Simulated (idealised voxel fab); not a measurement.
Process module in this document: voxel tone inversion
This is section cut - it's 220 nm across, gridded in 5 nm square cells.
Cross-section spec: square-cell grid; bands listed top down; each band is one or more rows.
Heights first: top, then bottom, in nm. Then materials, left to right, each with a width in nm. "all across" on a single material: fills the band edge to edge. "air": empty space.
Zero point of the height axis is 0; under it, received wafer = one material. Lowest band: continues down indefinitely, "from 0 down".
Per-row width for "30->40": begins at first number (top row of band), ends at second number (bottom row), increment between rows held constant.
"remained unchanged" means the step left every cell of the cross-section as it was.
Look at "Closed cavities" for the closed voids: empty spaces with no open path to the top, sized 8 cells or up. Each is width x height at distance, distance from the left edge, all nm.
Anything after a step's settings on that line? It's the simulator's own note about the step.
A step's line can hold "overlay nm"; with a mask on that step, the setting says how far right of the planned place the mask lay, while a negative setting says it lay to the left.

# Set out below are the planned steps of the process
step 1: RECEIVE | material Si
step 2: CONFORMAL_DEP | material SiN | thk nm 5
step 3: DIRECTIONAL_DEP | material polySi | thk nm 25
step 4: PATTERN | tone cover | mask id POSTS | material resist | width nm 25 | pitch nm 45 | thk nm 30 | overlay nm 0
step 5: DIRECTIONAL_ETCH | etch materials polySi | depth nm 25
step 6: STRIP | etch materials resist
step 7: FILL_DEP | material SiO2 | thk nm 10
step 8: CMP | height nm 30
step 9: STRIP | etch materials polySi
step 10: CONFORMAL_DEP | material TiN | thk nm 5
step 11: FILL_DEP | material W | thk nm 5
step 12: CMP | height nm 30
step 13: CONFORMAL_DEP | material SiCN | thk nm 5

# Shown in cross-section is the wafer as received, that is, as it stands after step 1
* from 0 down | Si all across
* Closed cavities: none

# Run as planned - first of the two wafers cross-sectioned at the end of the module
* from 35 to 30 | SiCN all across
* from 30 to 10 | SiO2 30 / TiN 5 / W 15 / TiN 5 / SiO2 20 / TiN 5 / W 15 / TiN 5 / SiO2 20 / TiN 5 / W 15 / TiN 5 / SiO2 20 / TiN 5 / W 15 / TiN 5 / SiO2 30
* from 10 to 5 | SiO2 30 / TiN 25 / SiO2 20 / TiN 25 / SiO2 20 / TiN 25 / SiO2 20 / TiN 25 / SiO2 30
* from 5 to 0 | SiN all across
* from 0 down | Si all across
* Closed cavities: none

# Wafer two (of two), end-of-module cross-section: start = wafer one, plan = wafer one, one run mistake
* from 35 to 30 | SiCN all across
* from 30 to 25 | TiN 35 / W 15 / TiN 30 / W 15 / TiN 30 / W 15 / TiN 30 / W 15 / TiN 35
* from 25 to 10 | SiO2 30 / TiN 5 / W 15 / TiN 5 / SiO2 20 / TiN 5 / W 15 / TiN 5 / SiO2 20 / TiN 5 / W 15 / TiN 5 / SiO2 20 / TiN 5 / W 15 / TiN 5 / SiO2 30
* from 10 to 5 | SiO2 30 / TiN 25 / SiO2 20 / TiN 25 / SiO2 20 / TiN 25 / SiO2 20 / TiN 25 / SiO2 30
* from 5 to 0 | SiN all across
* from 0 down | Si all across
* Closed cavities: none
Where did the run depart from the plan? so step 8 ended up running with a different setting than we planned, it ran as CMP | height nm 25
End check, counted in cells, second wafer has more or fewer of these materials than the first: 24 fewer of SiO2 | 24 more of TiN
